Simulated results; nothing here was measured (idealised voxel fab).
Process module name: voxel ribs on slabs
Pictured: cross-section cut, 185 nm wide, on a grid of 5 nm square cells.
Cross-section format: a grid of square cells, given as bands from top to bottom; each band is one or more rows of cells.
Quick guide to a band line: top height, bottom height (nm) up front; then every material left to right with its width in nm. Only one material and it's marked "all across"? Then it fills the band edge to edge. And "empty" just means empty space.
All heights in this document are referenced to 0, defined as the level beneath which the wafer, as received, consists entirely of one material. The lowest band is not bounded below; it extends indefinitely downward and is written in the form "0 down".
The two numbers in a width such as "30 to 40" mark its ends across the band: the first belongs to the top row of cells, the second to the bottom row, and from each row to the next the width moves by the same amount.
Where the words "all unchanged" appear for a step, the cross-section shows no cell changed by that step; every cell remained as before.
Entry "Sealed cavities". Content: empty spaces with no open connection to the top, size 8 cells or greater. Each: width x height at distance. Distance: from left edge. Unit: nm.
Formally, on a step line, whatever follows the settings is a remark that the simulator itself makes on the step.
The line of a step may include "overlay nm". On a step with a mask, this value is how far to the right of its planned place the mask lay. A negative value means the mask lay to the left.
-- The planned process steps are enumerated hereunder
1,RECEIVE: material Si
2,DIRECTIONAL_DEP: material SiO2, thk nm 30
3,DIRECTIONAL_DEP: material SiN, thk nm 20
4,MASKED_ETCH: tone cover, mask id RIB, width nm 25, etch materials SiN, depth nm 15, overlay nm 0
5,MASKED_ETCH: tone cover, mask id SLAB, width nm 75, etch materials SiN, depth nm 5, overlay nm 0
6,FILL_DEP: material SiO2, thk nm 25
7,CMP: height nm 70
8,DIRECTIONAL_DEP: material TiN, thk nm 5
9,PATTERN: tone cover, mask id HEATER, material resist, width nm 35, thk nm 20, overlay nm 0
10,DIRECTIONAL_ETCH: etch materials TiN, depth nm 5
11,STRIP: etch materials resist
12,CONFORMAL_DEP: material SiN, thk nm 5
-- Incoming wafer, cross-sectional view, post step 1
  0 down  Si all across
  Sealed cavities: none
-- Figure: cross-sectional view of the wafer upon completion of the module, processed from the initial state and according to the plan depicted above, with one error introduced during execution
  80 to 75  empty 70, SiN 45, empty 70
  75 to 70  SiN 75, TiN 35, SiN 75
  70 to 20  SiO2 all across
  20 to 0  SiN all across
  0 down  Si all across
  Sealed cavities: none
Want to know what went wrong? steps 2 and 3 got flipped, so each one ran where the other should have
